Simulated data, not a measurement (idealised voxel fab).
You're looking at the process module voxel wiring stack.
We display cut, a cross-section 225 nm in width whose square cells are each 5 nm.
We lay out every cross-section as a grid of square cells and spell it out in bands from the top down, where one band means one or more rows of cells. The entry gives the band's vertical extent as a top height and a bottom height in nm, then its horizontal make-up as materials from left to right, each with a width in nm. "air" stands for empty space; a single material marked "full width" fills the band edge to edge. Height 0 is the level under which the wafer as received is all one material. The lowest band goes on downwards, as in "0 -> down". The notation "30..40" denotes a width that varies across the rows of cells in the band, beginning at the first number in the top row, finishing at the second number in the bottom row, and changing by an identical amount from each row to the next. "nothing different" for a step: no cell of the cross-section changed in that step. The entry "Sealed voids" lists the empty spaces that cover at least 8 cells and have no open path to the top. Each is written as width x height at distance, where the distance is measured from the left edge and all three values are in nm. Text after the settings on a step's line: the simulator's own remark on that step. "overlay nm" answers the question of how far to the right of plan the mask lay on a step that has a mask, and when it is negative the answer is to the left.
## Listed below are the process steps as planned
step 1: RECEIVE [material Si]
step 2: CONFORMAL_DEP [material SiO2] [thk nm 15]
step 3: DIRECTIONAL_DEP [material TiN] [thk nm 5]
step 4: DIRECTIONAL_DEP [material Ru] [thk nm 20]
step 5: MASKED_ETCH [tone cover] [mask id METAL_1] [width nm 20] [pitch nm 40] [etch materials Ru] [depth nm 20] [overlay nm 0]
step 6: MASKED_ETCH [tone cover] [mask id METAL_1] [width nm 20] [pitch nm 40] [etch materials TiN] [depth nm 5] [overlay nm 0]
step 7: FILL_DEP [material lowk] [thk nm 5]
step 8: CMP [height nm 40]
step 9: CONFORMAL_DEP [material SiCN] [thk nm 5]
step 10: DIRECTIONAL_DEP [material SiO2] [thk nm 20]
step 11: DIRECTIONAL_DEP [material aC] [thk nm 10]
step 12: PATTERN [tone open] [mask id PLUG_1] [material resist] [width nm 15] [thk nm 25] [overlay nm 0]
step 13: DIRECTIONAL_ETCH [etch materials aC] [depth nm 10]
step 14: STRIP [etch materials resist]
step 15: DIRECTIONAL_ETCH [etch materials SiO2] [depth nm 20]
step 16: DIRECTIONAL_ETCH [etch materials SiCN] [depth nm 5]
step 17: STRIP [etch materials aC]
step 18: CONFORMAL_DEP [material TiN] [thk nm 5]
step 19: FILL_DEP [material Ru] [thk nm 10]
step 20: CMP [height nm 65]
step 21: CONFORMAL_DEP [material SiN] [thk nm 5]
step 22: DIRECTIONAL_DEP [material SiO2] [thk nm 20]
step 23: DIRECTIONAL_DEP [material aC] [thk nm 15]
step 24: PATTERN [tone open] [mask id METAL_2] [material resist] [width nm 20] [pitch nm 40] [thk nm 30] [overlay nm 0]
step 25: DIRECTIONAL_ETCH [etch materials aC] [depth nm 15]
step 26: STRIP [etch materials resist]
step 27: DIRECTIONAL_ETCH [etch materials SiO2] [depth nm 20]
step 28: DIRECTIONAL_ETCH [etch materials SiN] [depth nm 5]
step 29: STRIP [etch materials aC]
step 30: CONFORMAL_DEP [material TiN] [thk nm 5]
step 31: FILL_DEP [material Cu] [thk nm 5]
step 32: CMP [height nm 90]
step 33: EPI [material Ru] [thk nm 5]
step 34: FILL_DEP [material SiCN] [thk nm 5]
step 35: DIRECTIONAL_DEP [material SiO2] [thk nm 30]
step 36: MASKED_ETCH [tone open] [mask id METAL_3_HOLES] [width nm 15] [etch materials SiO2] [depth nm 30] [overlay nm 0]
step 37: MASKED_ETCH [tone open] [mask id METAL_3] [width nm 20] [pitch nm 40] [etch materials SiO2] [depth nm 15] [overlay nm 0]
step 38: MASKED_ETCH [tone open] [mask id METAL_3] [width nm 20] [pitch nm 40] [etch materials SiCN] [depth nm 5] [overlay nm 0]
step 39: CONFORMAL_DEP [material TiN] [thk nm 5]
step 40: FILL_DEP [material Cu] [thk nm 10]
step 41: CMP [height nm 130]
step 42: CONFORMAL_DEP [material SiN] [thk nm 5]
## Cross-section of the incoming wafer, state after step 1
- 0 -> down = Si full width
- Sealed voids: none
## First of two wafers, end-of-module section, run followed plan
- 135 -> 130 = SiN full width
- 130 -> 120 = SiO2 80, then TiN 5, then Cu 10, then TiN 5, then SiO2 20, then TiN 5, then Cu 10, then TiN 5, then SiO2 85
- 120 -> 115 = SiO2 80, then TiN 5, then Cu 5, then TiN 10, then SiO2 20, then TiN 20, then SiO2 85
- 115 -> 100 = SiO2 80, then TiN 5, then Cu 5, then TiN 5, then SiO2 130
- 100 -> 95 = SiCN 80, then TiN 15, then SiCN 130
- 95 -> 90 = SiCN 75, then Ru 30, then SiCN 10, then Ru 30, then SiCN 80
- 90 -> 70 = SiO2 80, then TiN 5, then Cu 10, then TiN 5, then SiO2 20, then TiN 5, then Cu 10, then TiN 5, then SiO2 85
- 70 -> 65 = SiN 80, then TiN 20, then SiN 20, then TiN 20, then SiN 85
- 65 -> 45 = SiO2 80, then TiN 5, then Ru 5, then TiN 5, then SiO2 130
- 45 -> 40 = SiCN 80, then TiN 15, then SiCN 130
- 40 -> 20 = lowk 80, then Ru 20, then lowk 20, then Ru 20, then lowk 85
- 20 -> 15 = lowk 80, then TiN 20, then lowk 20, then TiN 20, then lowk 85
- 15 -> 0 = SiO2 full width
- 0 -> down = Si full width
- Sealed voids: none
## Here's the second of our two wafers sectioned at module end. Same start as the first, same plan, but one mistake got made running it
- 135 -> 130 = SiN full width
- 130 -> 100 = SiO2 80, then TiN 5, then Cu 10, then TiN 5, then SiO2 20, then TiN 5, then Cu 10, then TiN 5, then SiO2 85
- 100 -> 95 = SiCN 80, then TiN 20, then SiCN 20, then TiN 20, then SiCN 85
- 95 -> 90 = SiCN 75, then Ru 30, then SiCN 10, then Ru 30, then SiCN 80
- 90 -> 70 = SiO2 80, then TiN 5, then Cu 10, then TiN 5, then SiO2 20, then TiN 5, then Cu 10, then TiN 5, then SiO2 85
- 70 -> 65 = SiN 80, then TiN 20, then SiN 20, then TiN 20, then SiN 85
- 65 -> 45 = SiO2 80, then TiN 5, then Ru 5, then TiN 5, then SiO2 130
- 45 -> 40 = SiCN 80, then TiN 15, then SiCN 130
- 40 -> 20 = lowk 80, then Ru 20, then lowk 20, then Ru 20, then lowk 85
- 20 -> 15 = lowk 80, then TiN 20, then lowk 20, then TiN 20, then lowk 85
- 15 -> 0 = SiO2 full width
- 0 -> down = Si full width
- Sealed voids: none
What went wrong in running the wafer? the plan's step 37 ran twice
Final difference in cells, second wafer against first, listed per material as more or fewer: Cu: 12 more | SiCN: 5 fewer | SiO2: 15 fewer | TiN: 8 more
